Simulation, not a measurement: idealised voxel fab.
process module | voxel local oxidation
cross-section cut | 240 nm wide | cells 5 nm
A cross-section is a grid of square cells, given in bands from the top down. A band is one or more rows of cells.
Each band's line starts with the height of the band's top and of its bottom, in nm. Then come its materials from left to right, each with its width in nm. One material with "throughout" fills the band from edge to edge. "air" is empty space.
Height 0 is the level under which the wafer as received is all one material. The lowest band goes on downwards, as in "0 down".
A width such as "30 to 40" changes by the same amount from each row of cells to the next, from the band's top row to its bottom row.
"no change" after a step means that no cell of the cross-section changed.
closed voids: empty space of 8 cells or more with no open way to the top, each as width x height at its distance from the left edge, in nm
after a step's settings: what the simulator itself notes on the step
overlay nm, on a step with a mask: how far to the right of its planned place the mask lay; to the left if negative
plan
1 op RECEIVE | material Si
2 op OXIDIZE | depth nm 5
3 op CONFORMAL_DEP | material SiN | thk nm 15
4 op MASKED_ETCH | tone cover | mask id ACTIVE | width nm 90 | etch materials SiN | depth nm 15 | overlay nm 0
5 op SELECTIVE_ETCH | etch materials SiO2 | depth nm 5
6 op OXIDIZE | depth nm 10
7 op STRIP | etch materials SiN
as received, after step 1
  0 down: Si throughout
  closed voids: none
a wafer at the end: this start, this plan, one mistake
  0 to -5: SiO2 70 | air 100 | SiO2 70
  -5 to -15: Si 60 | SiO2 120 | Si 60
  -15 down: Si throughout
  closed voids: none
what went wrong: step 4 ran as: op MASKED_ETCH | tone open | mask id ACTIVE | width nm 90 | etch materials SiN | depth nm 15 | overlay nm 0
